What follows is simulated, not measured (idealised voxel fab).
Herein follows the process module entitled voxel gate over fins.
The width of the displayed cross-section, cut, is 255 nm; its cells are square, with a size of 5 nm.
Cross-section format: a grid of square cells, given as bands from top to bottom; each band is one or more rows of cells.
A band entry consists of two parts. The first gives the height of the band's top and the height of its bottom, in nm. The rest lists the band's materials from left to right, each with its width in nm. A single material labelled with the word "edge to edge" fills the band from edge to edge, and the word "empty" marks empty space.
Note: height 0 marks the level under which the wafer is uniformly one material as received. Lowest band unbounded below, written "top 0, no bottom".
A width given as "30..40" starts at the first number in the band's top row and ends at the second number in its bottom row, shifting by an equal amount at every step from row to row.
"no alterations made", as given for a step, is the statement that not any cell of the cross-section underwent a change during that step.
This entry, "Listed closed voids", enumerates those empty regions of no fewer than 8 cells that possess no open connection to the top. Each region is reported in the form width x height at distance, the distance being taken from the left edge, with all three quantities expressed in nm.
Where a step's line continues beyond its settings, the continuation is a remark by the simulator itself on that step.
You can add "overlay nm" to a step's line. For a step with a mask, it describes how far the mask lay to the right of its planned position, and a negative number describes a lay to the left.
THESE ARE THE STEPS WE PLANNED FOR THE PROCESS
1,RECEIVE (material Si)
2,CONFORMAL_DEP (material SiN; thk nm 5)
3,MASKED_ETCH (tone cover; mask id FINS; width nm 15; pitch nm 45; etch materials SiN; depth nm 5; overlay nm 0)
4,MASKED_ETCH (tone cover; mask id FINS; width nm 15; pitch nm 45; etch materials Si; depth nm 30; overlay nm 0)
5,OXIDIZE (depth nm 5)
6,FILL_DEP (material SiO2; thk nm 5)
7,CMP (height nm 5)
8,SELECTIVE_ETCH (etch materials SiO2; depth nm 15)
9,STRIP (etch materials SiN)
10,CONFORMAL_DEP (material HfO2; thk nm 5)
11,CONFORMAL_DEP (material TiN; thk nm 5)
12,FILL_DEP (material W; thk nm 15)
13,CMP (height nm 20)
14,CONFORMAL_DEP (material SiN; thk nm 5)
CROSS-SECTIONAL VIEW OF THE WAFER IN ITS AS-RECEIVED CONDITION, CORRESPONDING TO THE STATE AFTER STEP 1
> top 0, no bottom = Si edge to edge
> Listed closed voids: none
STARTING STRUCTURE AND PROCESS PLAN ARE AS SHOWN ABOVE, BUT ONE MISTAKE WAS MADE IN RUNNING THE MODULE; THE WAFER CROSS-SECTION AT THE END OF THE MODULE FOLLOWS
> top 25, bottom 20 = SiN edge to edge
> top 20, bottom 10 = W edge to edge
> top 10, bottom 5 = TiN 55 nm / W 5 nm / TiN 40 nm / W 5 nm / TiN 40 nm / W 5 nm / TiN 40 nm / W 5 nm / TiN 60 nm
> top 5, bottom 0 = HfO2 50 nm / TiN 15 nm / HfO2 30 nm / TiN 15 nm / HfO2 30 nm / TiN 15 nm / HfO2 30 nm / TiN 15 nm / HfO2 55 nm
> top 0, bottom -5 = Si 45 nm / HfO2 25 nm / Si 20 nm / HfO2 25 nm / Si 20 nm / HfO2 25 nm / Si 20 nm / HfO2 25 nm / Si 50 nm
> top -5, no bottom = Si edge to edge
> Listed closed voids: none
It is concluded that the wafer was processed incorrectly with respect to the plan, in that step 3 deviated from plan and actually ran as MASKED_ETCH (tone open; mask id FINS; width nm 15; pitch nm 45; etch materials SiN; depth nm 5; overlay nm 0)
